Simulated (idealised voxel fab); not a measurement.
This section sets out a process module, namely voxel gate over fins.
It is cross-section cut that appears here, measuring 210 nm in width, its square cells being 5 nm in size.
Format of a cross-section: grid, square cells. Given as bands. Order: top down. Band: one or more rows of cells. Top, bottom (nm), then materials left to right with widths (nm); lone material tagged "everywhere" fills the whole band edge to edge; "air" = empty space. Heights are expressed relative to 0, this being the level below which the as-received wafer comprises one material exclusively. The lowest band is unbounded in the downward direction and is denoted as in "0..down". The expression "30->40" gives the width at the extremes of the band, the first number at its top row of cells and the second at its bottom row, with the width changing by equal amounts from each row to the next in between. When a step is marked "everything unchanged", none of the cells in the cross-section changed during that step. Reported under the label "Sealed-off cavities" are the empty spaces having no open way to the top and comprising 8 cells or more; the notation for each is width x height at distance, in which the distance is measured from the left edge and all three values are in nm. Heads up: the bit after the settings on a step's line is the simulator's remark on that step. overlay nm: where the mask lay relative to plan, measured to the right, on steps with a mask; negatives go left. From here on the document is pairs. In a pair, the cross-section before one process step comes with the cross-section after it, and the latter goes no deeper than the lowest band that changed. What lies in between, the step and its settings, is written under the pair. A pair may be from a different run of this module on the same starting wafer than the pair above it, so it continues from that pair only where its entry headed "State on entry" says so.

**State on entry**
5..0: 60 nm SiO2, 25 nm SiN, 10 nm SiO2, 15 nm air, 10 nm SiO2, 25 nm SiN, 65 nm SiO2
0..-30: 60 nm SiO2, 25 nm Si, 10 nm SiO2, 15 nm air, 10 nm SiO2, 25 nm Si, 65 nm SiO2
-30..-35: 60 nm SiO2, 25 nm Si, 35 nm SiO2, 25 nm Si, 65 nm SiO2
-35..down: Si everywhere
Sealed-off cavities: none

**after**
10..5: 100 nm TiN, 5 nm air, 105 nm TiN
5..0: 60 nm SiO2, 25 nm SiN, 10 nm SiO2, 5 nm TiN, 5 nm air, 5 nm TiN, 10 nm SiO2, 25 nm SiN, 65 nm SiO2
0..-25: 60 nm SiO2, 25 nm Si, 10 nm SiO2, 5 nm TiN, 5 nm air, 5 nm TiN, 10 nm SiO2, 25 nm Si, 65 nm SiO2
-25..-30: 60 nm SiO2, 25 nm Si, 10 nm SiO2, 15 nm TiN, 10 nm SiO2, 25 nm Si, 65 nm SiO2
Below -30, no change.
Sealed-off cavities: none
Applied between the two views above: CONFORMAL_DEP: material TiN, thk nm 5

State on entry: taken from the pair above, after panel.

**after**
15..10: Ru everywhere
10..5: 100 nm TiN, 5 nm Ru, 105 nm TiN
5..0: 60 nm SiO2, 25 nm SiN, 10 nm SiO2, 5 nm TiN, 5 nm Ru, 5 nm TiN, 10 nm SiO2, 25 nm SiN, 65 nm SiO2
0..-25: 60 nm SiO2, 25 nm Si, 10 nm SiO2, 5 nm TiN, 5 nm Ru, 5 nm TiN, 10 nm SiO2, 25 nm Si, 65 nm SiO2
Below -25, no change.
Sealed-off cavities: none
Applied between the two views above: FILL_DEP: material Ru, thk nm 5

State on entry: taken from the pair above, after panel.

**after**
5..0: 60 nm SiO2, 25 nm SiN, 10 nm SiO2, 5 nm TiN, 5 nm Ru, 5 nm TiN, 10 nm SiO2, 25 nm SiN, 65 nm SiO2
Below 0, no change.
Sealed-off cavities: none
Applied between the two views above: CMP: height nm 5

State on entry: taken from the pair above, after panel.

**after**
5..0: 60 nm SiO2, 25 nm SiN, 10 nm SiO2, 15 nm air, 10 nm SiO2, 25 nm SiN, 65 nm SiO2
0..-15: 60 nm SiO2, 25 nm Si, 10 nm SiO2, 15 nm air, 10 nm SiO2, 25 nm Si, 65 nm SiO2
Below -15, no change.
Sealed-off cavities: none
Applied between the two views above: SELECTIVE_ETCH: etch materials W Ru TiN, depth nm 20

State on entry: taken from the pair above, after panel.

**after**
10..5: SiO2 everywhere
5..0: 60 nm SiO2, 25 nm SiN, 35 nm SiO2, 25 nm SiN, 65 nm SiO2
0..-15: 60 nm SiO2, 25 nm Si, 35 nm SiO2, 25 nm Si, 65 nm SiO2
Below -15, no change.
Sealed-off cavities: none
Applied between the two views above: FILL_DEP: material SiO2, thk nm 5

State on entry: taken from the pair above, after panel.

**after**
5..0: 60 nm SiO2, 25 nm SiN, 35 nm SiO2, 25 nm SiN, 65 nm SiO2
Below 0, no change.
Sealed-off cavities: none
Applied between the two views above: CMP: height nm 5

State on entry: taken from the pair above, after panel.

**after**
5..0: 60 nm air, 25 nm SiN, 35 nm air, 25 nm SiN, 65 nm air
0..-10: 60 nm air, 25 nm Si, 35 nm air, 25 nm Si, 65 nm air
Below -10, no change.
Sealed-off cavities: none
Applied between the two views above: SELECTIVE_ETCH: etch materials SiO2, depth nm 15

State on entry: taken from the pair above, after panel.

**after**
0..-10: 60 nm air, 25 nm Si, 35 nm air, 25 nm Si, 65 nm air
Below -10, no change.
Sealed-off cavities: none
Applied between the two views above: STRIP: etch materials SiN

State on entry: taken from the pair above, after panel.

**after**
5..0: 55 nm air, 35 nm HfO2, 25 nm air, 35 nm HfO2, 60 nm air
0..-5: 55 nm air, 5 nm HfO2, 25 nm Si, 5 nm HfO2, 25 nm air, 5 nm HfO2, 25 nm Si, 5 nm HfO2, 60 nm air
-5..-10: 60 nm HfO2, 25 nm Si, 35 nm HfO2, 25 nm Si, 65 nm HfO2
Below -10, no change.
Sealed-off cavities: none
Applied between the two views above: CONFORMAL_DEP: material HfO2, thk nm 5

State on entry: taken from the pair above, after panel.

**after**
10..5: 50 nm air, 45 nm TiN, 15 nm air, 45 nm TiN, 55 nm air
5..0: 50 nm air, 5 nm TiN, 35 nm HfO2, 5 nm TiN, 15 nm air, 5 nm TiN, 35 nm HfO2, 5 nm TiN, 55 nm air
0..-5: 55 nm TiN, 5 nm HfO2, 25 nm Si, 5 nm HfO2, 25 nm TiN, 5 nm HfO2, 25 nm Si, 5 nm HfO2, 60 nm TiN
Below -5, no change.
Sealed-off cavities: none
Applied between the two views above: CONFORMAL_DEP: material TiN, thk nm 5

State on entry: taken from the pair above, after panel.

**after**
20..10: W everywhere
10..5: 50 nm W, 45 nm TiN, 15 nm W, 45 nm TiN, 55 nm W
5..0: 50 nm W, 5 nm TiN, 35 nm HfO2, 5 nm TiN, 15 nm W, 5 nm TiN, 35 nm HfO2, 5 nm TiN, 55 nm W
Below 0, no change.
Sealed-off cavities: none
Applied between the two views above: FILL_DEP: material W, thk nm 10

State on entry: taken from the pair above, after panel.

**after**
15..10: W everywhere
Below 10, no change.
Sealed-off cavities: none
Applied between the two views above: CMP: height nm 15

State on entry: taken from the pair above, after panel.

**after**
25..15: SiN everywhere
Below 15, no change.
Sealed-off cavities: none
Applied between the two views above: CONFORMAL_DEP: material SiN, thk nm 10

**State on entry**
15..5: aC everywhere
5..0: SiN everywhere
0..down: Si everywhere
Sealed-off cavities: none

**after**
40..15: 70 nm air, 15 nm resist, 45 nm air, 15 nm resist, 65 nm air
Below 15, no change.
Sealed-off cavities: none
Applied between the two views above: PATTERN: tone cover, mask id FINS, material resist, width nm 15, pitch nm 60, thk nm 25, overlay nm 5

State on entry: taken from the pair above, after panel.

**after**
30..15: 70 nm air, 15 nm resist, 45 nm air, 15 nm resist, 65 nm air
15..5: 70 nm air, 15 nm aC, 45 nm air, 15 nm aC, 65 nm air
Below 5, no change.
Sealed-off cavities: none
Applied between the two views above: DIRECTIONAL_ETCH: etch materials aC, depth nm 10

State on entry: taken from the pair above, after panel.

**after**
15..5: 70 nm air, 15 nm aC, 45 nm air, 15 nm aC, 65 nm air
Below 5, no change.
Sealed-off cavities: none
Applied between the two views above: STRIP: etch materials resist

State on entry: taken from the pair above, after panel.

**after**
15..5: 70 nm air, 15 nm aC, 45 nm air, 15 nm aC, 65 nm air
5..0: 70 nm air, 15 nm SiN, 45 nm air, 15 nm SiN, 65 nm air
Below 0, no change.
Sealed-off cavities: none
Applied between the two views above: DIRECTIONAL_ETCH: etch materials SiN, depth nm 5

State on entry: taken from the pair above, after panel.

**after**
15..5: 70 nm air, 15 nm aC, 45 nm air, 15 nm aC, 65 nm air
5..0: 70 nm air, 15 nm SiN, 45 nm air, 15 nm SiN, 65 nm air
0..-35: 70 nm air, 15 nm Si, 45 nm air, 15 nm Si, 65 nm air
Below -35, no change.
Sealed-off cavities: none
Applied between the two views above: DIRECTIONAL_ETCH: etch materials Si, depth nm 35

State on entry: taken from the pair above, after panel.

**after**
5..0: 70 nm air, 15 nm SiN, 45 nm air, 15 nm SiN, 65 nm air
Below 0, no change.
Sealed-off cavities: none
Applied between the two views above: STRIP: etch materials aC

State on entry: taken from the pair above, after panel.

**after**
10..5: SiO2 everywhere
5..0: 70 nm SiO2, 15 nm SiN, 45 nm SiO2, 15 nm SiN, 65 nm SiO2
0..-35: 70 nm SiO2, 15 nm Si, 45 nm SiO2, 15 nm Si, 65 nm SiO2
Below -35, no change.
Sealed-off cavities: none
Applied between the two views above: FILL_DEP: material SiO2, thk nm 5

State on entry: taken from the pair above, after panel.

**after**
5..0: 70 nm SiO2, 15 nm SiN, 45 nm SiO2, 15 nm SiN, 65 nm SiO2
Below 0, no change.
Sealed-off cavities: none
Applied between the two views above: CMP: height nm 5

State on entry: taken from the pair above, after panel.

**after**
15..5: aC everywhere
Below 5, no change.
Sealed-off cavities: none
Applied between the two views above: DIRECTIONAL_DEP: material aC, thk nm 10

State on entry: taken from the pair above, after panel.

**after**
40..15: 95 nm resist, 15 nm air, 100 nm resist
Below 15, no change.
Sealed-off cavities: none
Applied between the two views above: PATTERN: tone open, mask id RAIL, material resist, width nm 15, thk nm 25, overlay nm 0

State on entry: taken from the pair above, after panel.

**after**
30..15: 95 nm resist, 15 nm air, 100 nm resist
15..5: 95 nm aC, 15 nm air, 100 nm aC
Below 5, no change.
Sealed-off cavities: none
Applied between the two views above: DIRECTIONAL_ETCH: etch materials aC, depth nm 10

State on entry: taken from the pair above, after panel.

**after**
15..5: 95 nm aC, 15 nm air, 100 nm aC
Below 5, no change.
Sealed-off cavities: none
Applied between the two views above: STRIP: etch materials resist

State on entry: taken from the pair above, after panel.

**after**
15..5: 95 nm aC, 15 nm air, 100 nm aC
5..0: 70 nm SiO2, 15 nm SiN, 10 nm SiO2, 15 nm air, 20 nm SiO2, 15 nm SiN, 65 nm SiO2
0..-30: 70 nm SiO2, 15 nm Si, 10 nm SiO2, 15 nm air, 20 nm SiO2, 15 nm Si, 65 nm SiO2
Below -30, no change.
Sealed-off cavities: none
Applied between the two views above: DIRECTIONAL_ETCH: etch materials SiO2, depth nm 35

State on entry: taken from the pair above, after panel.

**after**
5..0: 70 nm SiO2, 15 nm SiN, 10 nm SiO2, 15 nm air, 20 nm SiO2, 15 nm SiN, 65 nm SiO2
Below 0, no change.
Sealed-off cavities: none
Applied between the two views above: STRIP: etch materials aC

State on entry: taken from the pair above, after panel.

**after**
10..5: 100 nm TiN, 5 nm air, 105 nm TiN
5..0: 70 nm SiO2, 15 nm SiN, 10 nm SiO2, 5 nm TiN, 5 nm air, 5 nm TiN, 20 nm SiO2, 15 nm SiN, 65 nm SiO2
0..-25: 70 nm SiO2, 15 nm Si, 10 nm SiO2, 5 nm TiN, 5 nm air, 5 nm TiN, 20 nm SiO2, 15 nm Si, 65 nm SiO2
-25..-30: 70 nm SiO2, 15 nm Si, 10 nm SiO2, 15 nm TiN, 20 nm SiO2, 15 nm Si, 65 nm SiO2
Below -30, no change.
Sealed-off cavities: none
Applied between the two views above: CONFORMAL_DEP: material TiN, thk nm 5

State on entry: taken from the pair above, after panel.

**after**
15..10: Ru everywhere
10..5: 100 nm TiN, 5 nm Ru, 105 nm TiN
5..0: 70 nm SiO2, 15 nm SiN, 10 nm SiO2, 5 nm TiN, 5 nm Ru, 5 nm TiN, 20 nm SiO2, 15 nm SiN, 65 nm SiO2
0..-25: 70 nm SiO2, 15 nm Si, 10 nm SiO2, 5 nm TiN, 5 nm Ru, 5 nm TiN, 20 nm SiO2, 15 nm Si, 65 nm SiO2
Below -25, no change.
Sealed-off cavities: none
Applied between the two views above: FILL_DEP: material Ru, thk nm 5

State on entry: taken from the pair above, after panel.

**after**
5..0: 70 nm SiO2, 15 nm SiN, 10 nm SiO2, 5 nm TiN, 5 nm Ru, 5 nm TiN, 20 nm SiO2, 15 nm SiN, 65 nm SiO2
Below 0, no change.
Sealed-off cavities: none
Applied between the two views above: CMP: height nm 5

State on entry: taken from the pair above, after panel.

**after**
5..0: 70 nm SiO2, 15 nm SiN, 10 nm SiO2, 15 nm air, 20 nm SiO2, 15 nm SiN, 65 nm SiO2
0..-15: 70 nm SiO2, 15 nm Si, 10 nm SiO2, 15 nm air, 20 nm SiO2, 15 nm Si, 65 nm SiO2
Below -15, no change.
Sealed-off cavities: none
Applied between the two views above: SELECTIVE_ETCH: etch materials W Ru TiN, depth nm 20

State on entry: taken from the pair above, after panel.

**after**
10..5: SiO2 everywhere
5..0: 70 nm SiO2, 15 nm SiN, 45 nm SiO2, 15 nm SiN, 65 nm SiO2
0..-15: 70 nm SiO2, 15 nm Si, 45 nm SiO2, 15 nm Si, 65 nm SiO2
Below -15, no change.
Sealed-off cavities: none
Applied between the two views above: FILL_DEP: material SiO2, thk nm 5

State on entry: taken from the pair above, after panel.

**after**
5..0: 70 nm SiO2, 15 nm SiN, 45 nm SiO2, 15 nm SiN, 65 nm SiO2
Below 0, no change.
Sealed-off cavities: none
Applied between the two views above: CMP: height nm 5

State on entry: taken from the pair above, after panel.

**after**
5..0: 70 nm air, 15 nm SiN, 45 nm air, 15 nm SiN, 65 nm air
0..-10: 70 nm air, 15 nm Si, 45 nm air, 15 nm Si, 65 nm air
Below -10, no change.
Sealed-off cavities: none
Applied between the two views above: SELECTIVE_ETCH: etch materials SiO2, depth nm 15

State on entry: taken from the pair above, after panel.

**after**
0..-10: 70 nm air, 15 nm Si, 45 nm air, 15 nm Si, 65 nm air
Below -10, no change.
Sealed-off cavities: none
Applied between the two views above: STRIP: etch materials SiN

State on entry: taken from the pair above, after panel.

**after**
5..0: 65 nm air, 25 nm HfO2, 35 nm air, 25 nm HfO2, 60 nm air
0..-5: 65 nm air, 5 nm HfO2, 15 nm Si, 5 nm HfO2, 35 nm air, 5 nm HfO2, 15 nm Si, 5 nm HfO2, 60 nm air
-5..-10: 70 nm HfO2, 15 nm Si, 45 nm HfO2, 15 nm Si, 65 nm HfO2
Below -10, no change.
Sealed-off cavities: none
Applied between the two views above: CONFORMAL_DEP: material HfO2, thk nm 5

State on entry: taken from the pair above, after panel.

**after**
10..5: 60 nm air, 35 nm TiN, 25 nm air, 35 nm TiN, 55 nm air
5..0: 60 nm air, 5 nm TiN, 25 nm HfO2, 5 nm TiN, 25 nm air, 5 nm TiN, 25 nm HfO2, 5 nm TiN, 55 nm air
0..-5: 65 nm TiN, 5 nm HfO2, 15 nm Si, 5 nm HfO2, 35 nm TiN, 5 nm HfO2, 15 nm Si, 5 nm HfO2, 60 nm TiN
Below -5, no change.
Sealed-off cavities: none
Applied between the two views above: CONFORMAL_DEP: material TiN, thk nm 5

State on entry: taken from the pair above, after panel.

**after**
20..10: W everywhere
10..5: 60 nm W, 35 nm TiN, 25 nm W, 35 nm TiN, 55 nm W
5..0: 60 nm W, 5 nm TiN, 25 nm HfO2, 5 nm TiN, 25 nm W, 5 nm TiN, 25 nm HfO2, 5 nm TiN, 55 nm W
Below 0, no change.
Sealed-off cavities: none
Applied between the two views above: FILL_DEP: material W, thk nm 10

State on entry: taken from the pair above, after panel.

**after**
15..10: W everywhere
Below 10, no change.
Sealed-off cavities: none
Applied between the two views above: CMP: height nm 15

State on entry: taken from the pair above, after panel.

**after**
25..15: SiN everywhere
Below 15, no change.
Sealed-off cavities: none
Applied between the two views above: CONFORMAL_DEP: material SiN, thk nm 10

**State on entry**
5..0: 65 nm SiO2, 15 nm SiN, 15 nm SiO2, 15 nm air, 15 nm SiO2, 15 nm SiN, 70 nm SiO2
0..-30: 65 nm SiO2, 15 nm Si, 15 nm SiO2, 15 nm air, 15 nm SiO2, 15 nm Si, 70 nm SiO2
-30..-35: 65 nm SiO2, 15 nm Si, 45 nm SiO2, 15 nm Si, 70 nm SiO2
-35..down: Si everywhere
Sealed-off cavities: none

**after**
10..5: 100 nm SiO2, 5 nm air, 105 nm SiO2
5..0: 65 nm SiO2, 15 nm SiN, 20 nm SiO2, 5 nm air, 20 nm SiO2, 15 nm SiN, 70 nm SiO2
0..-25: 65 nm SiO2, 15 nm Si, 20 nm SiO2, 5 nm air, 20 nm SiO2, 15 nm Si, 70 nm SiO2
-25..-35: 65 nm SiO2, 15 nm Si, 45 nm SiO2, 15 nm Si, 70 nm SiO2
Below -35, no change.
Sealed-off cavities: none
Applied between the two views above: CONFORMAL_DEP: material SiO2, thk nm 5

State on entry: taken from the pair above, after panel.

**after**
15..10: Ru everywhere
10..5: 100 nm SiO2, 5 nm Ru, 105 nm SiO2
5..0: 65 nm SiO2, 15 nm SiN, 20 nm SiO2, 5 nm Ru, 20 nm SiO2, 15 nm SiN, 70 nm SiO2
0..-25: 65 nm SiO2, 15 nm Si, 20 nm SiO2, 5 nm Ru, 20 nm SiO2, 15 nm Si, 70 nm SiO2
Below -25, no change.
Sealed-off cavities: none
Applied between the two views above: FILL_DEP: material Ru, thk nm 5

State on entry: taken from the pair above, after panel.

**after**
5..0: 65 nm SiO2, 15 nm SiN, 20 nm SiO2, 5 nm Ru, 20 nm SiO2, 15 nm SiN, 70 nm SiO2
Below 0, no change.
Sealed-off cavities: none
Applied between the two views above: CMP: height nm 5

State on entry: taken from the pair above, after panel.

**after**
5..0: 65 nm SiO2, 15 nm SiN, 20 nm SiO2, 5 nm air, 20 nm SiO2, 15 nm SiN, 70 nm SiO2
0..-15: 65 nm SiO2, 15 nm Si, 20 nm SiO2, 5 nm air, 20 nm SiO2, 15 nm Si, 70 nm SiO2
Below -15, no change.
Sealed-off cavities: none
Applied between the two views above: SELECTIVE_ETCH: etch materials W Ru TiN, depth nm 20

State on entry: taken from the pair above, after panel.

**after**
10..5: SiO2 everywhere
5..0: 65 nm SiO2, 15 nm SiN, 45 nm SiO2, 15 nm SiN, 70 nm SiO2
0..-15: 65 nm SiO2, 15 nm Si, 45 nm SiO2, 15 nm Si, 70 nm SiO2
Below -15, no change.
Sealed-off cavities: none
Applied between the two views above: FILL_DEP: material SiO2, thk nm 5

State on entry: taken from the pair above, after panel.

**after**
5..0: 65 nm SiO2, 15 nm SiN, 45 nm SiO2, 15 nm SiN, 70 nm SiO2
Below 0, no change.
Sealed-off cavities: none
Applied between the two views above: CMP: height nm 5

State on entry: taken from the pair above, after panel.

**after**
5..0: 65 nm air, 15 nm SiN, 45 nm air, 15 nm SiN, 70 nm air
0..-10: 65 nm air, 15 nm Si, 45 nm air, 15 nm Si, 70 nm air
Below -10, no change.
Sealed-off cavities: none
Applied between the two views above: SELECTIVE_ETCH: etch materials SiO2, depth nm 15

State on entry: taken from the pair above, after panel.

**after**
0..-10: 65 nm air, 15 nm Si, 45 nm air, 15 nm Si, 70 nm air
Below -10, no change.
Sealed-off cavities: none
Applied between the two views above: STRIP: etch materials SiN

State on entry: taken from the pair above, after panel.

**after**
5..0: 60 nm air, 25 nm HfO2, 35 nm air, 25 nm HfO2, 65 nm air
0..-5: 60 nm air, 5 nm HfO2, 15 nm Si, 5 nm HfO2, 35 nm air, 5 nm HfO2, 15 nm Si, 5 nm HfO2, 65 nm air
-5..-10: 65 nm HfO2, 15 nm Si, 45 nm HfO2, 15 nm Si, 70 nm HfO2
Below -10, no change.
Sealed-off cavities: none
Applied between the two views above: CONFORMAL_DEP: material HfO2, thk nm 5

State on entry: taken from the pair above, after panel.

**after**
10..5: 55 nm air, 35 nm TiN, 25 nm air, 35 nm TiN, 60 nm air
5..0: 55 nm air, 5 nm TiN, 25 nm HfO2, 5 nm TiN, 25 nm air, 5 nm TiN, 25 nm HfO2, 5 nm TiN, 60 nm air
0..-5: 60 nm TiN, 5 nm HfO2, 15 nm Si, 5 nm HfO2, 35 nm TiN, 5 nm HfO2, 15 nm Si, 5 nm HfO2, 65 nm TiN
Below -5, no change.
Sealed-off cavities: none
Applied between the two views above: CONFORMAL_DEP: material TiN, thk nm 5

State on entry: taken from the pair above, after panel.

**after**
20..10: W everywhere
10..5: 55 nm W, 35 nm TiN, 25 nm W, 35 nm TiN, 60 nm W
5..0: 55 nm W, 5 nm TiN, 25 nm HfO2, 5 nm TiN, 25 nm W, 5 nm TiN, 25 nm HfO2, 5 nm TiN, 60 nm W
Below 0, no change.
Sealed-off cavities: none
Applied between the two views above: FILL_DEP: material W, thk nm 10

State on entry: taken from the pair above, after panel.

**after**
15..10: W everywhere
Below 10, no change.
Sealed-off cavities: none
Applied between the two views above: CMP: height nm 15

State on entry: taken from the pair above, after panel.

**after**
25..15: SiN everywhere
Below 15, no change.
Sealed-off cavities: none
Applied between the two views above: CONFORMAL_DEP: material SiN, thk nm 10

**State on entry**
15..5: aC everywhere
5..0: SiN everywhere
0..down: Si everywhere
Sealed-off cavities: none

**after**
40..15: 65 nm resist, 15 nm air, 45 nm resist, 15 nm air, 70 nm resist
Below 15, no change.
Sealed-off cavities: none
Applied between the two views above: PATTERN: tone open, mask id FINS, material resist, width nm 15, pitch nm 60, thk nm 25, overlay nm 0

State on entry: taken from the pair above, after panel.

**after**
30..15: 65 nm resist, 15 nm air, 45 nm resist, 15 nm air, 70 nm resist
15..5: 65 nm aC, 15 nm air, 45 nm aC, 15 nm air, 70 nm aC
Below 5, no change.
Sealed-off cavities: none
Applied between the two views above: DIRECTIONAL_ETCH: etch materials aC, depth nm 10

State on entry: taken from the pair above, after panel.

**after**
15..5: 65 nm aC, 15 nm air, 45 nm aC, 15 nm air, 70 nm aC
Below 5, no change.
Sealed-off cavities: none
Applied between the two views above: STRIP: etch materials resist

State on entry: taken from the pair above, after panel.

**after**
15..5: 65 nm aC, 15 nm air, 45 nm aC, 15 nm air, 70 nm aC
5..0: 65 nm SiN, 15 nm air, 45 nm SiN, 15 nm air, 70 nm SiN
Below 0, no change.
Sealed-off cavities: none
Applied between the two views above: DIRECTIONAL_ETCH: etch materials SiN, depth nm 5

State on entry: taken from the pair above, after panel.

**after**
15..5: 65 nm aC, 15 nm air, 45 nm aC, 15 nm air, 70 nm aC
5..0: 65 nm SiN, 15 nm air, 45 nm SiN, 15 nm air, 70 nm SiN
0..-35: 65 nm Si, 15 nm air, 45 nm Si, 15 nm air, 70 nm Si
Below -35, no change.
Sealed-off cavities: none
Applied between the two views above: DIRECTIONAL_ETCH: etch materials Si, depth nm 35

State on entry: taken from the pair above, after panel.

**after**
5..0: 65 nm SiN, 15 nm air, 45 nm SiN, 15 nm air, 70 nm SiN
Below 0, no change.
Sealed-off cavities: none
Applied between the two views above: STRIP: etch materials aC

State on entry: taken from the pair above, after panel.

**after**
10..5: SiO2 everywhere
5..0: 65 nm SiN, 15 nm SiO2, 45 nm SiN, 15 nm SiO2, 70 nm SiN
0..-35: 65 nm Si, 15 nm SiO2, 45 nm Si, 15 nm SiO2, 70 nm Si
Below -35, no change.
Sealed-off cavities: none
Applied between the two views above: FILL_DEP: material SiO2, thk nm 5

State on entry: taken from the pair above, after panel.

**after**
5..0: 65 nm SiN, 15 nm SiO2, 45 nm SiN, 15 nm SiO2, 70 nm SiN
Below 0, no change.
Sealed-off cavities: none
Applied between the two views above: CMP: height nm 5

State on entry: taken from the pair above, after panel.

**after**
15..5: aC everywhere
Below 5, no change.
Sealed-off cavities: none
Applied between the two views above: DIRECTIONAL_DEP: material aC, thk nm 10

State on entry: taken from the pair above, after panel.

**after**
40..15: 95 nm resist, 15 nm air, 100 nm resist
Below 15, no change.
Sealed-off cavities: none
Applied between the two views above: PATTERN: tone open, mask id RAIL, material resist, width nm 15, thk nm 25, overlay nm 0

State on entry: taken from the pair above, after panel.

**after**
30..15: 95 nm resist, 15 nm air, 100 nm resist
15..5: 95 nm aC, 15 nm air, 100 nm aC
Below 5, no change.
Sealed-off cavities: none
Applied between the two views above: DIRECTIONAL_ETCH: etch materials aC, depth nm 10

State on entry: taken from the pair above, after panel.

**after**
15..5: 95 nm aC, 15 nm air, 100 nm aC
Below 5, no change.
Sealed-off cavities: none
Applied between the two views above: STRIP: etch materials resist

State on entry: taken from the pair above, after panel.

**after**
5..0: 65 nm SiN, 15 nm SiO2, 45 nm SiN, 15 nm SiO2, 70 nm SiN
Below 0, no change.
Sealed-off cavities: none
Applied between the two views above: STRIP: etch materials aC

State on entry: taken from the pair above, after panel.

**after**
10..5: TiN everywhere
Below 5, no change.
Sealed-off cavities: none
Applied between the two views above: CONFORMAL_DEP: material TiN, thk nm 5

State on entry: taken from the pair above, after panel.

**after**
15..10: Ru everywhere
Below 10, no change.
Sealed-off cavities: none
Applied between the two views above: FILL_DEP: material Ru, thk nm 5

State on entry: taken from the pair above, after panel.

**after**
5..0: 65 nm SiN, 15 nm SiO2, 45 nm SiN, 15 nm SiO2, 70 nm SiN
Below 0, no change.
Sealed-off cavities: none
Applied between the two views above: CMP: height nm 5

State on entry: taken from the pair above, after panel.

**after**
10..5: SiO2 everywhere
Below 5, no change.
Sealed-off cavities: none
Applied between the two views above: FILL_DEP: material SiO2, thk nm 5

**State on entry**
5..0: 65 nm SiN, 15 nm SiO2, 45 nm SiN, 15 nm SiO2, 70 nm SiN
0..-35: 65 nm Si, 15 nm SiO2, 45 nm Si, 15 nm SiO2, 70 nm Si
-35..down: Si everywhere
Sealed-off cavities: none

**after**
5..0: 65 nm SiN, 15 nm air, 45 nm SiN, 15 nm air, 70 nm SiN
0..-10: 65 nm Si, 15 nm air, 45 nm Si, 15 nm air, 70 nm Si
Below -10, no change.
Sealed-off cavities: none
Applied between the two views above: SELECTIVE_ETCH: etch materials SiO2, depth nm 15

State on entry: taken from the pair above, after panel.

**after**
0..-10: 65 nm Si, 15 nm air, 45 nm Si, 15 nm air, 70 nm Si
Below -10, no change.
Sealed-off cavities: none
Applied between the two views above: STRIP: etch materials SiN

State on entry: taken from the pair above, after panel.

**after**
5..0: 70 nm HfO2, 5 nm air, 55 nm HfO2, 5 nm air, 75 nm HfO2
0..-5: 65 nm Si, 5 nm HfO2, 5 nm air, 5 nm HfO2, 45 nm Si, 5 nm HfO2, 5 nm air, 5 nm HfO2, 70 nm Si
-5..-10: 65 nm Si, 15 nm HfO2, 45 nm Si, 15 nm HfO2, 70 nm Si
Below -10, no change.
Sealed-off cavities: none
Applied between the two views above: CONFORMAL_DEP: material HfO2, thk nm 5

State on entry: taken from the pair above, after panel.

**after**
10..5: TiN everywhere
5..0: 70 nm HfO2, 5 nm TiN, 55 nm HfO2, 5 nm TiN, 75 nm HfO2
0..-5: 65 nm Si, 5 nm HfO2, 5 nm TiN, 5 nm HfO2, 45 nm Si, 5 nm HfO2, 5 nm TiN, 5 nm HfO2, 70 nm Si
Below -5, no change.
Sealed-off cavities: none
Applied between the two views above: CONFORMAL_DEP: material TiN, thk nm 5

State on entry: taken from the pair above, after panel.

**after**
20..10: W everywhere
Below 10, no change.
Sealed-off cavities: none
Applied between the two views above: FILL_DEP: material W, thk nm 10

State on entry: taken from the pair above, after panel.

**after**
15..10: W everywhere
Below 10, no change.
Sealed-off cavities: none
Applied between the two views above: CMP: height nm 15

State on entry: taken from the pair above, after panel.

**after**
25..15: SiN everywhere
Below 15, no change.
Sealed-off cavities: none
Applied between the two views above: CONFORMAL_DEP: material SiN, thk nm 10
